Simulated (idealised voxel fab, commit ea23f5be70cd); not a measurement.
The process module presented herein is designated voxel self aligned vias.
Displayed cross-section: cut, width of 275 nm, square cells sized 5 nm.
The cross-sections in this document take the form of a grid made of square cells. They are written out as bands, in order from top to bottom. Each band consists of one or more rows of cells.
Per band: top height and bottom height in nm, followed by the left-to-right materials and their widths in nm; "everywhere" marks a single material spanning edge to edge, "air" marks empty space.
Ref level 0: as-received wafer is one material below here. Bottom band extends down with no lower bound ("0 down").
Width spec "30 to 40" -> top row of cells at first value, bottom row at second value, equal per-row change in between.
A step reported as "same as before" is a step in which no cell of the cross-section changed.
Enclosed voids (no open way to top), threshold 8 cells or more, entry "Fully closed voids", notation width x height at distance, distance from left edge, nm.
On each step's line, the part that comes after the settings is the simulator's own comment on the step.
"overlay nm" denotes, for a step that has a mask, the displacement of the mask to the right of its planned place, with negative values corresponding to the left.

The planned process steps are enumerated hereunder:
1,RECEIVE,material Si
2,CONFORMAL_DEP,material SiO2,thk nm 15
3,CONFORMAL_DEP,material SiCN,thk nm 5
4,DIRECTIONAL_DEP,material lowk,thk nm 30
5,DIRECTIONAL_DEP,material aC,thk nm 10
6,PATTERN,tone open,mask id LINES,material resist,width nm 25,pitch nm 75,thk nm 30,overlay nm 0
7,DIRECTIONAL_ETCH,etch materials aC,depth nm 10
8,STRIP,etch materials resist
9,DIRECTIONAL_ETCH,etch materials lowk,depth nm 30
10,STRIP,etch materials aC
11,CONFORMAL_DEP,material TiN,thk nm 5
12,FILL_DEP,material Ru,thk nm 10
13,CMP,height nm 50
14,SELECTIVE_ETCH,etch materials W Ru TiN,depth nm 10
15,FILL_DEP,material SiN,thk nm 5
16,CMP,height nm 50
17,DIRECTIONAL_DEP,material lowk,thk nm 20
18,MASKED_ETCH,tone open,mask id VIAS,width nm 45,pitch nm 75,etch materials lowk,depth nm 20,overlay nm 0
19,MASKED_ETCH,tone open,mask id VIAS,width nm 45,pitch nm 75,etch materials SiN,depth nm 10,overlay nm 0
20,CONFORMAL_DEP,material TiN,thk nm 5
21,FILL_DEP,material W,thk nm 5
22,CMP,height nm 70
23,CONFORMAL_DEP,material SiCN,thk nm 5

Delivered wafer in cross-section: state after step 1:
    0 down  Si everywhere
    Fully closed voids: none

Cross-section: first of two wafers, module finished, run according to plan:
    75 to 70  SiCN everywhere
    70 to 55  40 nm lowk / 5 nm TiN / 35 nm W / 5 nm TiN / 30 nm lowk / 5 nm TiN / 35 nm W / 5 nm TiN / 30 nm lowk / 5 nm TiN / 35 nm W / 5 nm TiN / 40 nm lowk
    55 to 45  40 to 50 nm lowk / 15 to 5 nm TiN / 15 nm W / 15 to 5 nm TiN / 30 to 50 nm lowk / 15 to 5 nm TiN / 15 nm W / 15 to 5 nm TiN / 30 to 50 nm lowk / 15 to 5 nm TiN / 15 nm W / 15 to 5 nm TiN / 40 to 50 nm lowk
    45 to 40  50 nm lowk / 25 nm TiN / 50 nm lowk / 25 nm TiN / 50 nm lowk / 25 nm TiN / 50 nm lowk
    40 to 25  50 nm lowk / 5 nm TiN / 15 nm Ru / 5 nm TiN / 50 nm lowk / 5 nm TiN / 15 nm Ru / 5 nm TiN / 50 nm lowk / 5 nm TiN / 15 nm Ru / 5 nm TiN / 50 nm lowk
    25 to 20  50 nm lowk / 25 nm TiN / 50 nm lowk / 25 nm TiN / 50 nm lowk / 25 nm TiN / 50 nm lowk
    20 to 15  SiCN everywhere
    15 to 0  SiO2 everywhere
    0 down  Si everywhere
    Fully closed voids: none

Here's the second of our two wafers sectioned at module end. Same start as the first, same plan, but one mistake got made running it:
    75 to 70  SiCN everywhere
    70 to 55  40 nm lowk / 5 nm SiCN / 35 nm W / 5 nm SiCN / 30 nm lowk / 5 nm SiCN / 35 nm W / 5 nm SiCN / 30 nm lowk / 5 nm SiCN / 35 nm W / 5 nm SiCN / 40 nm lowk
    55 to 45  40 to 50 nm lowk / 15 to 5 nm SiCN / 15 nm W / 15 to 5 nm SiCN / 30 to 50 nm lowk / 15 to 5 nm SiCN / 15 nm W / 15 to 5 nm SiCN / 30 to 50 nm lowk / 15 to 5 nm SiCN / 15 nm W / 15 to 5 nm SiCN / 40 to 50 nm lowk
    45 to 40  50 nm lowk / 25 nm SiCN / 50 nm lowk / 25 nm SiCN / 50 nm lowk / 25 nm SiCN / 50 nm lowk
    40 to 25  50 nm lowk / 5 nm TiN / 15 nm Ru / 5 nm TiN / 50 nm lowk / 5 nm TiN / 15 nm Ru / 5 nm TiN / 50 nm lowk / 5 nm TiN / 15 nm Ru / 5 nm TiN / 50 nm lowk
    25 to 20  50 nm lowk / 25 nm TiN / 50 nm lowk / 25 nm TiN / 50 nm lowk / 25 nm TiN / 50 nm lowk
    20 to 15  SiCN everywhere
    15 to 0  SiO2 everywhere
    0 down  Si everywhere
    Fully closed voids: none
It is concluded that the wafer was processed incorrectly with respect to the plan, in that it should be noted that step 20 was executed with settings other than those planned, the operation and settings actually applied being CONFORMAL_DEP,material SiCN,thk nm 5
Bottom line after processing is that, in cells, the second wafer is up or down on some materials versus the first: +57 SiCN; -57 TiN
